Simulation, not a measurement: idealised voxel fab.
process module | voxel capacitor over wiring
cross-section cut | 225 nm wide | cells 5 nm
A cross-section is a grid of square cells, given in bands from the top down. A band is one or more rows of cells.
Each band's line starts with the height of the band's top and of its bottom, in nm. Then come its materials from left to right, each with its width in nm. One material with "throughout" fills the band from edge to edge. "air" is empty space.
Height 0 is the level under which the wafer as received is all one material. The lowest band goes on downwards, as in "0 down".
A width such as "30 to 40" changes by the same amount from each row of cells to the next, from the band's top row to its bottom row.
"no change" after a step means that no cell of the cross-section changed.
closed voids: empty space of 8 cells or more with no open way to the top, each as width x height at its distance from the left edge, in nm
after a step's settings: what the simulator itself notes on the step
overlay nm, on a step with a mask: how far to the right of its planned place the mask lay; to the left if negative
plan
1 op RECEIVE | material Si
2 op CONFORMAL_DEP | material SiO2 | thk nm 15
3 op DIRECTIONAL_DEP | material TiN | thk nm 5
4 op DIRECTIONAL_DEP | material W | thk nm 15
5 op DIRECTIONAL_DEP | material aC | thk nm 10
6 op PATTERN | tone cover | mask id METAL_1 | material resist | width nm 30 | pitch nm 95 | thk nm 30 | overlay nm 0
7 op DIRECTIONAL_ETCH | etch materials aC | depth nm 10
8 op STRIP | etch materials resist
9 op DIRECTIONAL_ETCH | etch materials W | depth nm 15
10 op DIRECTIONAL_ETCH | etch materials TiN | depth nm 5
11 op STRIP | etch materials aC
12 op CONFORMAL_DEP | material SiN | thk nm 5
13 op FILL_DEP | material lowk | thk nm 10
14 op CMP | height nm 35
15 op CONFORMAL_DEP | material SiCN | thk nm 5
16 op DIRECTIONAL_DEP | material SiO2 | thk nm 20
17 op PATTERN | tone open | mask id PLUG_1 | material resist | width nm 15 | thk nm 20 | overlay nm 0
18 op DIRECTIONAL_ETCH | etch materials SiO2 | depth nm 20
19 op DIRECTIONAL_ETCH | etch materials SiCN | depth nm 5
20 op STRIP | etch materials resist
21 op EPI | material Ru | thk nm 10
22 op EPI | material Ru | thk nm 10
23 op EPI | material Ru | thk nm 5
24 op DIRECTIONAL_DEP | material TiN | thk nm 5
25 op DIRECTIONAL_DEP | material Al2O3 | thk nm 5
26 op DIRECTIONAL_DEP | material TiN | thk nm 10
27 op PATTERN | tone cover | mask id UPPER_PLATE | material resist | width nm 70 | thk nm 20 | overlay nm 0
28 op DIRECTIONAL_ETCH | etch materials TiN | depth nm 10
29 op DIRECTIONAL_ETCH | etch materials Al2O3 | depth nm 5
30 op STRIP | etch materials resist
31 op PATTERN | tone cover | mask id LOWER_PLATE | material resist | width nm 80 | thk nm 15 | overlay nm 0
32 op DIRECTIONAL_ETCH | etch materials TiN | depth nm 5
33 op STRIP | etch materials resist
34 op FILL_DEP | material SiO2 | thk nm 20
35 op CMP | height nm 95
36 op MASKED_ETCH | tone open | mask id PLUG_2 | width nm 15 | etch materials SiO2 | depth nm 15 | overlay nm 0
37 op CONFORMAL_DEP | material TiN | thk nm 5
38 op FILL_DEP | material W | thk nm 10
39 op CMP | height nm 95
40 op CONFORMAL_DEP | material SiCN | thk nm 5
as received, after step 1
  0 down: Si throughout
  closed voids: none
a wafer at the end: this start, this plan, one mistake
  100 to 95: SiCN throughout
  95 to 85: SiO2 75 | TiN 5 | W 5 | TiN 5 | SiO2 135
  85 to 80: SiO2 75 | TiN 15 | SiO2 135
  80 to 70: SiO2 65 | TiN 70 | SiO2 90
  70 to 65: SiO2 65 | Al2O3 70 | SiO2 90
  65 to 60: SiO2 60 | TiN 80 | SiO2 85
  60 to 40: SiO2 65 | Ru 15 | SiO2 145
  40 to 35: SiCN 65 | Ru 15 | SiCN 145
  35 to 20: lowk 40 | SiN 5 | W 40 | SiN 5 | lowk 45 | SiN 5 | W 40 | SiN 5 | lowk 40
  20 to 15: SiN 45 | TiN 40 | SiN 55 | TiN 40 | SiN 45
  15 to 0: SiO2 throughout
  0 down: Si throughout
  closed voids: none
what went wrong: step 6 ran as: op PATTERN | tone cover | mask id METAL_1 | material resist | width nm 40 | pitch nm 95 | thk nm 30 | overlay nm 0
